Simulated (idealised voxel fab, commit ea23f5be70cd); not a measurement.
process module | voxel transistor to metal
cross-section cut | 155 nm wide | cells 5 nm
A cross-section is a grid of square cells, given in bands from the top down. A band is one or more rows of cells.
Each band's line starts with the height of the band's top and of its bottom, in nm. Then come its materials from left to right, each with its width in nm. One material with "throughout" fills the band from edge to edge. "air" is empty space.
Height 0 is the level under which the wafer as received is all one material. The lowest band goes on downwards, as in "0 down".
A width such as "30 to 40" changes by the same amount from each row of cells to the next, from the band's top row to its bottom row.
"no change" after a step means that no cell of the cross-section changed.
closed voids: empty space of 8 cells or more with no open way to the top, each as width x height at its distance from the left edge, in nm
after a step's settings: what the simulator itself notes on the step
overlay nm, on a step with a mask: how far to the right of its planned place the mask lay; to the left if negative
plan
1 op RECEIVE | material Si
2 op CONFORMAL_DEP | material SiO2 | thk nm 5
3 op CONFORMAL_DEP | material SiN | thk nm 15
4 op DIRECTIONAL_DEP | material aC | thk nm 10
5 op PATTERN | tone cover | mask id ACTIVE | material resist | width nm 95 | thk nm 30 | overlay nm 0
6 op DIRECTIONAL_ETCH | etch materials aC | depth nm 10
7 op STRIP | etch materials resist
8 op DIRECTIONAL_ETCH | etch materials SiN | depth nm 15
9 op DIRECTIONAL_ETCH | etch materials SiO2 | depth nm 5
10 op DIRECTIONAL_ETCH | etch materials Si | depth nm 20
11 op STRIP | etch materials aC
12 op FILL_DEP | material SiO2 | thk nm 10
13 op CMP | height nm 20
14 op SELECTIVE_ETCH | etch materials SiO2 | depth nm 10
15 op STRIP | etch materials SiN
16 op SELECTIVE_ETCH | etch materials SiO2 | depth nm 5
17 op OXIDIZE | depth nm 5
18 op DIRECTIONAL_DEP | material polySi | thk nm 25
19 op DIRECTIONAL_DEP | material SiCN | thk nm 15
20 op DIRECTIONAL_DEP | material aC | thk nm 15
21 op PATTERN | tone cover | mask id GATE | material resist | width nm 15 | thk nm 35 | overlay nm 0
22 op DIRECTIONAL_ETCH | etch materials aC | depth nm 15
23 op STRIP | etch materials resist
24 op DIRECTIONAL_ETCH | etch materials SiCN | depth nm 25
25 op DIRECTIONAL_ETCH | etch materials polySi | depth nm 35
26 op STRIP | etch materials aC
27 op CONFORMAL_DEP | material SiO2 | thk nm 5
28 op DIRECTIONAL_ETCH | etch materials SiO2 | depth nm 5
29 op CONFORMAL_DEP | material SiN | thk nm 10
30 op DIRECTIONAL_ETCH | etch materials SiN | depth nm 10
31 op DIRECTIONAL_ETCH | etch materials SiO2 | depth nm 5
32 op DIRECTIONAL_ETCH | etch materials Si | depth nm 10
33 op EPI | material SiGe | thk nm 10
34 op FILL_DEP | material SiO2 | thk nm 10
35 op CMP | height nm 40
36 op DIRECTIONAL_DEP | material SiO2 | thk nm 10
37 op DIRECTIONAL_DEP | material aC | thk nm 15
38 op PATTERN | tone open | mask id CONTACT | material resist | width nm 30 | pitch nm 55 | thk nm 30 | overlay nm 0
39 op DIRECTIONAL_ETCH | etch materials aC | depth nm 15
40 op STRIP | etch materials resist
41 op DIRECTIONAL_ETCH | etch materials SiO2 | depth nm 45
42 op STRIP | etch materials aC
43 op CONFORMAL_DEP | material TiN | thk nm 5
44 op FILL_DEP | material Ru | thk nm 10
45 op CMP | height nm 50
46 op DIRECTIONAL_DEP | material TiN | thk nm 5
47 op DIRECTIONAL_DEP | material W | thk nm 20
48 op MASKED_ETCH | tone cover | mask id METAL_1 | width nm 15 | pitch nm 65 | etch materials W | depth nm 20 | overlay nm 0
49 op MASKED_ETCH | tone cover | mask id METAL_1 | width nm 20 | pitch nm 65 | etch materials TiN | depth nm 5 | overlay nm 0
50 op FILL_DEP | material SiO2 | thk nm 10
51 op CMP | height nm 75
52 op CONFORMAL_DEP | material SiN | thk nm 5
varied across the wafers: width nm of step 48. The plan shows the first wafer's value. All wafers start alike
first wafer as received, after step 1
  0 down: Si throughout
  closed voids: none
each wafer at the end: cells of each material gained (+) or lost (-) since it was received, then its closed voids
width nm 15 | +36 Ru | -79 Si | +9 SiCN | +24 SiGe | +67 SiN | +348 SiO2 | +52 TiN | +24 W | +15 polySi | closed voids: none
width nm 20 | +36 Ru | -79 Si | +9 SiCN | +24 SiGe | +67 SiN | +340 SiO2 | +52 TiN | +32 W | +15 polySi | closed voids: none
width nm 25 | +36 Ru | -79 Si | +9 SiCN | +24 SiGe | +67 SiN | +330 SiO2 | +54 TiN | +40 W | +15 polySi | closed voids: none
width nm 30 | +36 Ru | -79 Si | +9 SiCN | +24 SiGe | +67 SiN | +320 SiO2 | +56 TiN | +48 W | +15 polySi | closed voids: none
width nm 35 | +36 Ru | -79 Si | +9 SiCN | +24 SiGe | +67 SiN | +310 SiO2 | +58 TiN | +56 W | +15 polySi | closed voids: none
